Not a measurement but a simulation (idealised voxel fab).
Process module in this document: voxel quadruple lines
Square cells of 5 nm make up the cross-section cut, whose width is 235 nm.
We lay out every cross-section as a grid of square cells and spell it out in bands from the top down, where one band means one or more rows of cells. Heights first: top, then bottom, in nm. Then materials, left to right, each with a width in nm. "everywhere" on a single material: fills the band edge to edge. "air": empty space. Measure heights from 0. That's the level where, below it, the as-received wafer is all one material. The lowest band is bottomless and extends downward; write it as in "0 and below". You'd read "30..40" like this: the band's top row of cells is as wide as the first number, its bottom row is as wide as the second, and going down, every row changes width by the same amount as the row before did. Any step labelled "stayed the same" changed none of the cells in the cross-section. Any empty space of 8 cells or more lacking an open way to the top shows up in "Sealed cavities" as width x height at distance, distance from the left edge, in nm. Post-settings text on a step line: simulator's own remark regarding the step. overlay nm: where the mask lay relative to plan, measured to the right, on steps with a mask; negatives go left.

### The planned process steps are enumerated hereunder
| 1 | op RECEIVE | material Si |
| 2 | op CONFORMAL_DEP | material SiO2 | thk nm 5 |
| 3 | op DIRECTIONAL_DEP | material Ru | thk nm 15 |
| 4 | op DIRECTIONAL_DEP | material polySi | thk nm 15 |
| 5 | op DIRECTIONAL_DEP | material aC | thk nm 25 |
| 6 | op PATTERN | tone cover | mask id MANDREL | material resist | width nm 25 | pitch nm 80 | thk nm 35 | overlay nm 0 |
| 7 | op DIRECTIONAL_ETCH | etch materials aC | depth nm 25 |
| 8 | op STRIP | etch materials resist |
| 9 | op CONFORMAL_DEP | material SiO2 | thk nm 15 |
| 10 | op DIRECTIONAL_ETCH | etch materials SiO2 | depth nm 15 |
| 11 | op STRIP | etch materials aC |
| 12 | op DIRECTIONAL_ETCH | etch materials polySi | depth nm 15 |
| 13 | op STRIP | etch materials SiO2 |
| 14 | op CONFORMAL_DEP | material SiCN | thk nm 5 |
| 15 | op DIRECTIONAL_ETCH | etch materials SiCN | depth nm 5 |
| 16 | op STRIP | etch materials polySi |
| 17 | op DIRECTIONAL_ETCH | etch materials Ru | depth nm 15 |
| 18 | op STRIP | etch materials SiCN |

### Cross-section of the wafer as it came to us, i.e., already through step 1
	0 and below | Si everywhere
	Sealed cavities: none

### Run as planned - first of the two wafers cross-sectioned at the end of the module
	20 down to 5 | 45 of air / 5 of Ru / 15 of air / 5 of Ru / 15 of air / 5 of Ru / 15 of air / 5 of Ru / 15 of air / 5 of Ru / 15 of air / 5 of Ru / 15 of air / 5 of Ru / 15 of air / 5 of Ru / 45 of air
	5 down to 0 | SiO2 everywhere
	0 and below | Si everywhere
	Sealed cavities: none

### Cross-section at end of module for the second wafer of two, which matched the first in starting point and plan and differed by one mistake in its processing
	20 down to 5 | 40 of air / 5 of Ru / 15 of air / 5 of Ru / 25 of air / 5 of Ru / 15 of air / 5 of Ru / 5 of air / 5 of Ru / 15 of air / 5 of Ru / 25 of air / 5 of Ru / 15 of air / 5 of Ru / 40 of air
	5 down to 0 | SiO2 everywhere
	0 and below | Si everywhere
	Sealed cavities: none
Diagnosis: step 6 ran as: op PATTERN | tone cover | mask id MANDREL | material resist | width nm 35 | pitch nm 80 | thk nm 35 | overlay nm 0
The two final wafers agree on how many cells each material fills and disagree on which cells those are.
